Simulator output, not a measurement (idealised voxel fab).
The process module that follows is named voxel wiring stack.
FYI the section here is cut, 260 nm wide, cells are 5 nm squares.
Throughout this document, each cross-section is represented as a grid of square cells and is presented as a sequence of bands enumerated from the top downward, where a band comprises one or more rows of cells. For a band, the entry starts with two heights in nm, that of the top and then that of the bottom, and carries on with the band's materials in order from left to right, each alongside its width in nm; the word "full width" beside a single material means it fills the band edge to edge, and "blank" means empty space. For the purposes of this specification, 0 denotes the height below which the wafer in its as-received condition is composed wholly of one material, and the lowermost band, lacking a lower limit, extends downward without end, as expressed in "z 0 and below". A two-number width, for instance "30->40", indicates that the width is equal to the first number in the top row of the band and to the second number in the bottom row, and that it changes by a constant amount per row of cells. "stayed the same" for a step: no cell of the cross-section changed in that step. Enclosed voids (no open way to top), threshold 8 cells or more, entry "Trapped cavities", notation width x height at distance, distance from left edge, nm. Past the settings on a step's line: simulator remark, on that step. overlay nm: where the mask lay relative to plan, measured to the right, on steps with a mask; negatives go left.

### plan
1: RECEIVE with material Si
2: CONFORMAL_DEP with material SiO2, thk nm 15
3: CONFORMAL_DEP with material SiN, thk nm 5
4: DIRECTIONAL_DEP with material lowk, thk nm 15
5: MASKED_ETCH with tone open, mask id METAL_1, width nm 25, pitch nm 50, etch materials lowk, depth nm 15, overlay nm 0
6: MASKED_ETCH with tone open, mask id METAL_1, width nm 25, pitch nm 50, etch materials SiN, depth nm 5, overlay nm 0
7: CONFORMAL_DEP with material TiN, thk nm 5
8: FILL_DEP with material W, thk nm 10
9: CMP with height nm 35
10: EPI with material Ru, thk nm 5
11: FILL_DEP with material SiCN, thk nm 5
12: DIRECTIONAL_DEP with material lowk, thk nm 35
13: PATTERN with tone open, mask id METAL_2_HOLES, material resist, width nm 15, thk nm 15, overlay nm 0
14: DIRECTIONAL_ETCH with etch materials lowk, depth nm 35
15: STRIP with etch materials resist
16: DIRECTIONAL_DEP with material aC, thk nm 15
17: PATTERN with tone open, mask id METAL_2, material resist, width nm 25, pitch nm 50, thk nm 35, overlay nm 0
18: DIRECTIONAL_ETCH with etch materials aC, depth nm 15
19: STRIP with etch materials resist
20: DIRECTIONAL_ETCH with etch materials lowk, depth nm 20
21: DIRECTIONAL_ETCH with etch materials SiCN, depth nm 5
22: STRIP with etch materials aC
23: CONFORMAL_DEP with material TiN, thk nm 5
24: FILL_DEP with material Cu, thk nm 5
25: CMP with height nm 80
26: CONFORMAL_DEP with material SiCN, thk nm 5

### Delivered wafer in cross-section: state after step 1
> z 0 and below  Si full width
> Trapped cavities: none

### First of two wafers at the end of the module, shown in cross-section; run carried out as planned
> z 85 to 80  SiCN full width
> z 80 to 65  90 nm lowk / 5 nm TiN / 15 nm Cu / 5 nm TiN / 25 nm lowk / 5 nm TiN / 15 nm Cu / 5 nm TiN / 95 nm lowk
> z 65 to 60  90 nm lowk / 5 nm TiN / 5 nm Cu / 15 nm TiN / 25 nm lowk / 25 nm TiN / 95 nm lowk
> z 60 to 45  90 nm lowk / 5 nm TiN / 5 nm Cu / 5 nm TiN / 155 nm lowk
> z 45 to 40  90 nm SiCN / 15 nm TiN / 155 nm SiCN
> z 40 to 35  85 nm SiCN / 35 nm Ru / 15 nm SiCN / 35 nm Ru / 90 nm SiCN
> z 35 to 20  90 nm lowk / 5 nm TiN / 15 nm W / 5 nm TiN / 25 nm lowk / 5 nm TiN / 15 nm W / 5 nm TiN / 95 nm lowk
> z 20 to 15  90 nm SiN / 25 nm TiN / 25 nm SiN / 25 nm TiN / 95 nm SiN
> z 15 to 0  SiO2 full width
> z 0 and below  Si full width
> Trapped cavities: none

### Cross-section, wafer two of two, end of module: same start and plan as wafer one, one error in execution
> z 85 to 80  SiCN full width
> z 80 to 65  90 nm lowk / 5 nm TiN / 15 nm Cu / 5 nm TiN / 25 nm lowk / 5 nm TiN / 15 nm Cu / 5 nm TiN / 95 nm lowk
> z 65 to 60  90 nm lowk / 5 nm TiN / 5 nm Cu / 15 nm TiN / 25 nm lowk / 25 nm TiN / 95 nm lowk
> z 60 to 45  90 nm lowk / 5 nm TiN / 5 nm Cu / 5 nm TiN / 155 nm lowk
> z 45 to 40  90 nm SiCN / 15 nm TiN / 155 nm SiCN
> z 40 to 35  85 nm SiCN / 35 nm Ru / 15 nm SiCN / 35 nm Ru / 90 nm SiCN
> z 35 to 30  90 nm SiN / 25 nm TiN / 25 nm SiN / 25 nm TiN / 95 nm SiN
> z 30 to 0  SiO2 full width
> z 0 and below  Si full width
> Trapped cavities: none
Plan not followed: plan step 2 ran twice
It is noted that, at the conclusion of processing, the second wafer exhibits a higher or lower cell count for certain materials relative to the first: SiO2 +156, TiN -12, W -18, lowk -126
